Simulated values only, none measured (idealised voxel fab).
This section sets out a process module, namely voxel air gaps.
Pictured: cross-section cut, 175 nm wide, on a grid of 5 nm square cells.
Notation: cross-section as square-cell grid; stated in bands, top first, going down; one or more cell rows per band. The band entry comprises the height of the band's top followed by the height of its bottom, expressed in nm, and subsequently the band's materials from left to right, each stated together with its width in nm. Where a single material is marked with the word "everywhere", that material fills the band from edge to edge. The word "air" represents empty space. Counting heights begins at 0, where everything beneath is, in the wafer as received, one material. The lowest band has no bottom; it goes on downwards, as "0 -> down" shows. Think of "30 to 40" as a width that walks from the first number to the second as you go down the band, top row to bottom row, taking equal-sized steps from row to row. The designation "no alterations made", where it is given for a processing step, indicates that no cell of the cross-section was altered in the course of that step. The entry titled "Sealed cavities" provides the empty spaces that have no open way to the top, restricted to those of 8 cells or more. Each is presented as width x height at distance, the distance being measured from the left edge, with all three in nm. What comes after the settings on a step's line is commentary from the simulator itself on that step. A step line may carry the setting "overlay nm", which, for steps involving a mask, states the distance by which the mask lay to the right of its intended position; negative values denote displacement to the left.
The process steps that were planned are listed below:
step 1: RECEIVE [material Si]
step 2: CONFORMAL_DEP [material SiO2] [thk nm 15]
step 3: CONFORMAL_DEP [material SiN] [thk nm 5]
step 4: DIRECTIONAL_DEP [material SiO2] [thk nm 35]
step 5: MASKED_ETCH [tone open] [mask id LINES] [width nm 15] [pitch nm 40] [etch materials SiO2] [depth nm 35] [overlay nm 0]
step 6: CONFORMAL_DEP [material TiN] [thk nm 5]
step 7: FILL_DEP [material Cu] [thk nm 10]
step 8: CMP [height nm 55]
step 9: EPI [material Ru] [thk nm 10]
step 10: SELECTIVE_ETCH [etch materials SiO2] [depth nm 45]
step 11: CONFORMAL_DEP [material SiCN] [thk nm 5]
Wafer cross-section on receipt, i.e. after step 1:
0 -> down: Si everywhere
Sealed cavities: none
Sectioned view, first of two wafers, at the close of the module, processed as intended in the plan:
70 -> 65: 5 of air | 165 of SiCN | 5 of air
65 -> 55: 5 of air | 5 of SiCN | 35 of Ru | 5 of SiCN | 35 of Ru | 5 of SiCN | 35 of Ru | 5 of SiCN | 35 of Ru | 5 of SiCN | 5 of air
55 -> 50: 5 of air | 15 of SiCN | 5 of TiN | 5 of Cu | 5 of TiN | 25 of SiCN | 5 of TiN | 5 of Cu | 5 of TiN | 25 of SiCN | 5 of TiN | 5 of Cu | 5 of TiN | 25 of SiCN | 5 of TiN | 5 of Cu | 5 of TiN | 15 of SiCN | 5 of air
50 -> 25: 15 of air | 5 of SiCN | 5 of TiN | 5 of Cu | 5 of TiN | 5 of SiCN | 15 of air | 5 of SiCN | 5 of TiN | 5 of Cu | 5 of TiN | 5 of SiCN | 15 of air | 5 of SiCN | 5 of TiN | 5 of Cu | 5 of TiN | 5 of SiCN | 15 of air | 5 of SiCN | 5 of TiN | 5 of Cu | 5 of TiN | 5 of SiCN | 15 of air
25 -> 20: 20 of SiCN | 15 of TiN | 25 of SiCN | 15 of TiN | 25 of SiCN | 15 of TiN | 25 of SiCN | 15 of TiN | 20 of SiCN
20 -> 15: SiN everywhere
15 -> 0: SiO2 everywhere
0 -> down: Si everywhere
Sealed cavities: 15 x 25 at 40; 15 x 25 at 80; 15 x 25 at 120
Second wafer through the module, sectioned at the end: same beginning and same plan as the first wafer, with one mistake in carrying it out:
70 -> 65: 5 of air | 165 of SiCN | 5 of air
65 -> 55: 5 of air | 5 of SiCN | 35 of Ru | 5 of SiCN | 35 of Ru | 5 of SiCN | 35 of Ru | 5 of SiCN | 35 of Ru | 5 of SiCN | 5 of air
55 -> 25: 5 of air | 5 of SiCN | 10 of Ru | 5 of TiN | 5 of Cu | 5 of TiN | 10 of Ru | 5 of SiCN | 10 of Ru | 5 of TiN | 5 of Cu | 5 of TiN | 10 of Ru | 5 of SiCN | 10 of Ru | 5 of TiN | 5 of Cu | 5 of TiN | 10 of Ru | 5 of SiCN | 10 of Ru | 5 of TiN | 5 of Cu | 5 of TiN | 10 of Ru | 5 of SiCN | 5 of air
25 -> 20: 10 of SiCN | 10 of Ru | 15 of TiN | 10 of Ru | 5 of SiCN | 10 of Ru | 15 of TiN | 10 of Ru | 5 of SiCN | 10 of Ru | 15 of TiN | 10 of Ru | 5 of SiCN | 10 of Ru | 15 of TiN | 10 of Ru | 10 of SiCN
20 -> 15: SiN everywhere
15 -> 0: SiO2 everywhere
0 -> down: Si everywhere
Sealed cavities: none
The mistake made against the process plan was this: so 9 and 10 got swapped relative to the plan, each ran where the other was supposed to
The final cell counts differ between the wafers, with the second having more or fewer of some materials than the first: +112 Ru; -47 SiCN
The final tally of closed voids stands at 3 on the first wafer and 0 on the second.
